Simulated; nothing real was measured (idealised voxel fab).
Process module heading - voxel wiring stack
Shown is cross-section cut, with a width of 265 nm and square cells of size 5 nm.
Cross-section, as written here: a square-cell grid given band by band from the top down, where a band holds one or more rows of cells. Band entry format. Leading values: height of top, height of bottom, nm. Remainder: materials in left-to-right order, each with its width in nm. Special words: "throughout" on a single material, which then fills the band edge to edge; "blank", empty space. Convention: height 0 is the level below which the wafer, as received, is all one material. The lowest band does not terminate at the bottom but continues downward, represented as "from 0 down". Read "30..40" as a graded width: first number on top, second number at the bottom, same change between each pair of neighbouring rows. Where a step carries "changes: none", the cross-section came out of it unchanged, cell for cell. Any empty space of 8 cells or more lacking an open way to the top shows up in "Closed void register" as width x height at distance, distance from the left edge, in nm. Where a step's line continues beyond its settings, the continuation is a remark by the simulator itself on that step. "overlay nm", when on a step's line for a step with a mask, measures how far to the right of its planned place the mask lay; a negative measure means to the left.

## This section lists the process steps that were planned
| 1 | RECEIVE [material Si] |
| 2 | CONFORMAL_DEP [material SiO2] [thk nm 15] |
| 3 | DIRECTIONAL_DEP [material TiN] [thk nm 5] |
| 4 | DIRECTIONAL_DEP [material Ru] [thk nm 20] |
| 5 | MASKED_ETCH [tone cover] [mask id METAL_1] [width nm 30] [pitch nm 50] [etch materials Ru] [depth nm 20] [overlay nm 0] |
| 6 | MASKED_ETCH [tone cover] [mask id METAL_1] [width nm 30] [pitch nm 50] [etch materials TiN] [depth nm 5] [overlay nm 0] |
| 7 | FILL_DEP [material SiO2] [thk nm 5] |
| 8 | CMP [height nm 40] |
| 9 | CONFORMAL_DEP [material SiCN] [thk nm 5] |
| 10 | DIRECTIONAL_DEP [material lowk] [thk nm 15] |
| 11 | MASKED_ETCH [tone open] [mask id PLUG_1] [width nm 15] [pitch nm 100] [etch materials lowk] [depth nm 15] [overlay nm 0] |
| 12 | MASKED_ETCH [tone open] [mask id PLUG_1] [width nm 15] [pitch nm 100] [etch materials SiCN] [depth nm 5] [overlay nm 0] |
| 13 | CONFORMAL_DEP [material TiN] [thk nm 5] |
| 14 | FILL_DEP [material Cu] [thk nm 10] |
| 15 | CMP [height nm 60] |
| 16 | DIRECTIONAL_DEP [material TiN] [thk nm 5] |
| 17 | DIRECTIONAL_DEP [material Ru] [thk nm 15] |
| 18 | DIRECTIONAL_DEP [material aC] [thk nm 15] |
| 19 | PATTERN [tone cover] [mask id METAL_2] [material resist] [width nm 30] [pitch nm 50] [thk nm 30] [overlay nm 0] |
| 20 | DIRECTIONAL_ETCH [etch materials aC] [depth nm 15] |
| 21 | STRIP [etch materials resist] |
| 22 | DIRECTIONAL_ETCH [etch materials Ru] [depth nm 15] |
| 23 | DIRECTIONAL_ETCH [etch materials TiN] [depth nm 5] |
| 24 | STRIP [etch materials aC] |
| 25 | CONFORMAL_DEP [material SiCN] [thk nm 5] |
| 26 | FILL_DEP [material lowk] [thk nm 5] |
| 27 | CMP [height nm 80] |
| 28 | CONFORMAL_DEP [material SiCN] [thk nm 5] |
| 29 | DIRECTIONAL_DEP [material SiO2] [thk nm 15] |
| 30 | MASKED_ETCH [tone open] [mask id PLUG_2] [width nm 15] [pitch nm 100] [etch materials SiO2] [depth nm 15] [overlay nm 0] |
| 31 | MASKED_ETCH [tone open] [mask id PLUG_2] [width nm 15] [pitch nm 100] [etch materials SiCN] [depth nm 5] [overlay nm 0] |
| 32 | EPI [material Ru] [thk nm 10] |
| 33 | EPI [material Ru] [thk nm 10] |
| 34 | DIRECTIONAL_DEP [material TiN] [thk nm 5] |
| 35 | DIRECTIONAL_DEP [material Ru] [thk nm 20] |
| 36 | MASKED_ETCH [tone cover] [mask id METAL_3] [width nm 30] [pitch nm 50] [etch materials Ru] [depth nm 20] [overlay nm 0] |
| 37 | MASKED_ETCH [tone cover] [mask id METAL_3] [width nm 30] [pitch nm 50] [etch materials TiN] [depth nm 5] [overlay nm 0] |
| 38 | FILL_DEP [material SiO2] [thk nm 5] |
| 39 | CMP [height nm 125] |
| 40 | CONFORMAL_DEP [material SiCN] [thk nm 5] |
| 41 | DIRECTIONAL_DEP [material lowk] [thk nm 15] |
| 42 | MASKED_ETCH [tone open] [mask id PLUG_3] [width nm 15] [pitch nm 50] [etch materials lowk] [depth nm 15] [overlay nm 0] |
| 43 | MASKED_ETCH [tone open] [mask id PLUG_3] [width nm 15] [pitch nm 50] [etch materials SiCN] [depth nm 5] [overlay nm 0] |
| 44 | EPI [material Ru] [thk nm 10] |
| 45 | EPI [material Ru] [thk nm 10] |
| 46 | CONFORMAL_DEP [material SiN] [thk nm 5] |
| 47 | DIRECTIONAL_DEP [material lowk] [thk nm 15] |
| 48 | MASKED_ETCH [tone open] [mask id METAL_4] [width nm 30] [pitch nm 50] [etch materials lowk] [depth nm 15] [overlay nm 0] |
| 49 | MASKED_ETCH [tone open] [mask id METAL_4] [width nm 30] [pitch nm 50] [etch materials SiN] [depth nm 5] [overlay nm 0] |
| 50 | CONFORMAL_DEP [material TiN] [thk nm 5] |
| 51 | FILL_DEP [material Ru] [thk nm 10] |
| 52 | CMP [height nm 165] |
| 53 | CONFORMAL_DEP [material SiCN] [thk nm 5] |

## Cross-section of the incoming wafer, state after step 1
> from 0 down = Si throughout
> Closed void register: none

## What the wafer looks like in cross-section after this module, when it starts as shown above and follows the plan above but one mistake is made in running it
> from 170 to 165 = SiCN throughout
> from 165 to 150 = 40 lowk  5 TiN  20 Ru  5 TiN  20 lowk  5 TiN  20 Ru  5 TiN  20 lowk  5 TiN  20 Ru  5 TiN  20 lowk  5 TiN  20 Ru  5 TiN  45 lowk
> from 150 to 145 = 40 SiN  30 TiN  20 SiN  30 TiN  20 SiN  30 TiN  20 SiN  30 TiN  45 SiN
> from 145 to 130 = 40 lowk  15 Ru  35 lowk  15 Ru  35 lowk  15 Ru  35 lowk  15 Ru  60 lowk
> from 130 to 125 = 40 SiCN  15 Ru  35 SiCN  15 Ru  35 SiCN  15 Ru  35 SiCN  15 Ru  60 SiCN
> from 125 to 120 = 40 SiO2  30 Ru  20 SiO2  30 Ru  20 SiO2  30 Ru  20 SiO2  30 Ru  45 SiO2
> from 120 to 115 = 40 SiO2  15 Ru  15 TiN  20 SiO2  30 TiN  20 SiO2  15 Ru  15 TiN  20 SiO2  30 TiN  45 SiO2
> from 115 to 105 = 40 SiO2  15 Ru  85 SiO2  15 Ru  110 SiO2
> from 105 to 100 = 40 SiO2  15 TiN  85 SiO2  15 TiN  110 SiO2
> from 100 to 85 = SiO2 throughout
> from 85 to 80 = SiCN throughout
> from 80 to 65 = 35 lowk  5 SiCN  30 Ru  5 SiCN  10 lowk  5 SiCN  30 Ru  5 SiCN  10 lowk  5 SiCN  30 Ru  5 SiCN  10 lowk  5 SiCN  30 Ru  5 SiCN  40 lowk
> from 65 to 60 = 40 SiCN  30 TiN  20 SiCN  30 TiN  20 SiCN  30 TiN  20 SiCN  30 TiN  45 SiCN
> from 60 to 45 = 40 lowk  5 TiN  5 Cu  5 TiN  85 lowk  5 TiN  5 Cu  5 TiN  110 lowk
> from 45 to 40 = 40 SiCN  15 TiN  85 SiCN  15 TiN  110 SiCN
> from 40 to 20 = 40 SiO2  30 Ru  20 SiO2  30 Ru  20 SiO2  30 Ru  20 SiO2  30 Ru  45 SiO2
> from 20 to 15 = 40 SiO2  30 TiN  20 SiO2  30 TiN  20 SiO2  30 TiN  20 SiO2  30 TiN  45 SiO2
> from 15 to 0 = SiO2 throughout
> from 0 down = Si throughout
> Closed void register: none
Error vs. plan: step 29, plan: ran twice
